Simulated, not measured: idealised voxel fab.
The document below concerns the process module designated voxel capacitor over wiring.
The figure presents cross-section cut, which has a width of 230 nm and is divided into square cells with an edge length of 5 nm.
A cross-section is written here as square cells arranged in a grid, and it is given in bands from the top down, each band taking up one or more rows of cells. The band entry comprises the height of the band's top followed by the height of its bottom, expressed in nm, and subsequently the band's materials from left to right, each stated together with its width in nm. Where a single material is marked with the word "throughout", that material fills the band from edge to edge. The word "air" represents empty space. Counting heights begins at 0, where everything beneath is, in the wafer as received, one material. The lowest band has no bottom; it goes on downwards, as "0..down" shows. The expression "30 to 40" gives the width at the extremes of the band, the first number at its top row of cells and the second at its bottom row, with the width changing by equal amounts from each row to the next in between. Any step labelled "nothing got changed" changed none of the cells in the cross-section. For the entry "Sealed internal cavities", the listed items are empty spaces with no open way to the top whose size is 8 cells or more; each item follows the pattern width x height at distance, where distance is from the left edge and all three are in nm. Note: text after step settings on the step line = simulator remark on that step. What "overlay nm" on a step's line means: if the step has a mask, that mask lay this far to the right of its planned place, or, when the value is negative, to the left.
# These are the steps we planned for the process
1) RECEIVE [material Si]
2) CONFORMAL_DEP [material SiO2] [thk nm 10]
3) CONFORMAL_DEP [material SiCN] [thk nm 5]
4) DIRECTIONAL_DEP [material SiO2] [thk nm 20]
5) DIRECTIONAL_DEP [material aC] [thk nm 15]
6) PATTERN [tone open] [mask id METAL_1] [material resist] [width nm 30] [pitch nm 95] [thk nm 35] [overlay nm 0]
7) DIRECTIONAL_ETCH [etch materials aC] [depth nm 15]
8) STRIP [etch materials resist]
9) DIRECTIONAL_ETCH [etch materials SiO2] [depth nm 20]
10) DIRECTIONAL_ETCH [etch materials SiCN] [depth nm 5]
11) STRIP [etch materials aC]
12) CONFORMAL_DEP [material TiN] [thk nm 5]
13) FILL_DEP [material Ru] [thk nm 5]
14) CMP [height nm 35]
15) CONFORMAL_DEP [material SiCN] [thk nm 5]
16) DIRECTIONAL_DEP [material lowk] [thk nm 15]
17) DIRECTIONAL_DEP [material aC] [thk nm 10]
18) PATTERN [tone open] [mask id PLUG_1] [material resist] [width nm 15] [thk nm 30] [overlay nm 0]
19) DIRECTIONAL_ETCH [etch materials aC] [depth nm 10]
20) STRIP [etch materials resist]
21) DIRECTIONAL_ETCH [etch materials lowk] [depth nm 15]
22) DIRECTIONAL_ETCH [etch materials SiCN] [depth nm 5]
23) STRIP [etch materials aC]
24) EPI [material Ru] [thk nm 10]
25) EPI [material Ru] [thk nm 10]
26) DIRECTIONAL_DEP [material TiN] [thk nm 10]
27) DIRECTIONAL_DEP [material SiN] [thk nm 5]
28) DIRECTIONAL_DEP [material TiN] [thk nm 10]
29) MASKED_ETCH [tone cover] [mask id UPPER_PLATE] [width nm 70] [etch materials TiN] [depth nm 10] [overlay nm 0]
30) MASKED_ETCH [tone cover] [mask id UPPER_PLATE] [width nm 70] [etch materials SiN] [depth nm 5] [overlay nm 0]
31) DIRECTIONAL_DEP [material aC] [thk nm 10]
32) PATTERN [tone cover] [mask id LOWER_PLATE] [material resist] [width nm 80] [thk nm 25] [overlay nm 0]
33) DIRECTIONAL_ETCH [etch materials aC] [depth nm 10]
34) STRIP [etch materials resist]
35) DIRECTIONAL_ETCH [etch materials TiN] [depth nm 10]
36) STRIP [etch materials aC]
37) FILL_DEP [material SiO2] [thk nm 15]
38) CMP [height nm 90]
39) DIRECTIONAL_DEP [material aC] [thk nm 15]
40) PATTERN [tone open] [mask id PLUG_2] [material resist] [width nm 15] [thk nm 35] [overlay nm 0]
41) DIRECTIONAL_ETCH [etch materials aC] [depth nm 15]
42) STRIP [etch materials resist]
43) DIRECTIONAL_ETCH [etch materials SiO2] [depth nm 10]
44) STRIP [etch materials aC]
45) CONFORMAL_DEP [material TiN] [thk nm 5]
46) FILL_DEP [material W] [thk nm 5]
47) CMP [height nm 90]
48) CONFORMAL_DEP [material SiN] [thk nm 5]
# Cross-section of the wafer upon arrival, representing the state reached after step 1
0..down = Si throughout
Sealed internal cavities: none
# Cross-section: first of two wafers, module finished, run according to plan
95..90 = SiN throughout
90..85 = SiO2 75 nm  TiN 5 nm  W 5 nm  TiN 5 nm  SiO2 140 nm
85..80 = SiO2 75 nm  TiN 15 nm  SiO2 140 nm
80..70 = SiO2 65 nm  TiN 70 nm  SiO2 95 nm
70..65 = SiO2 65 nm  SiN 70 nm  SiO2 95 nm
65..55 = SiO2 60 nm  TiN 80 nm  SiO2 90 nm
55..40 = lowk 65 nm  Ru 15 nm  lowk 150 nm
40..35 = SiCN 65 nm  Ru 15 nm  SiCN 150 nm
35..15 = SiO2 50 nm  TiN 5 nm  Ru 20 nm  TiN 5 nm  SiO2 65 nm  TiN 5 nm  Ru 20 nm  TiN 5 nm  SiO2 55 nm
15..10 = SiCN 50 nm  TiN 30 nm  SiCN 65 nm  TiN 30 nm  SiCN 55 nm
10..0 = SiO2 throughout
0..down = Si throughout
Sealed internal cavities: none
# Cross-section at end of module for the second wafer of two, which matched the first in starting point and plan and differed by one mistake in its processing
95..90 = SiN throughout
90..85 = SiO2 75 nm  TiN 5 nm  W 5 nm  TiN 5 nm  SiO2 140 nm
85..80 = SiO2 75 nm  TiN 15 nm  SiO2 140 nm
80..70 = SiO2 65 nm  TiN 70 nm  SiO2 95 nm
70..65 = SiO2 65 nm  SiN 70 nm  SiO2 95 nm
65..55 = SiO2 60 nm  TiN 80 nm  SiO2 90 nm
55..40 = lowk 65 nm  Ru 15 nm  lowk 150 nm
40..35 = SiCN 65 nm  Ru 15 nm  SiCN 150 nm
35..30 = Ru throughout
30..25 = TiN 55 nm  Ru 20 nm  TiN 75 nm  Ru 20 nm  TiN 60 nm
25..5 = SiO2 50 nm  TiN 5 nm  Ru 20 nm  TiN 5 nm  SiO2 65 nm  TiN 5 nm  Ru 20 nm  TiN 5 nm  SiO2 55 nm
5..0 = SiCN 50 nm  TiN 30 nm  SiCN 65 nm  TiN 30 nm  SiCN 55 nm
0..down = Si throughout
Sealed internal cavities: none
So what did we get wrong on this run? step 2 of the plan did not run at all; it was left out
Wafer comparison, final, in cells, second relative to first, materials more or fewer: +54 Ru; -92 SiO2; +38 TiN
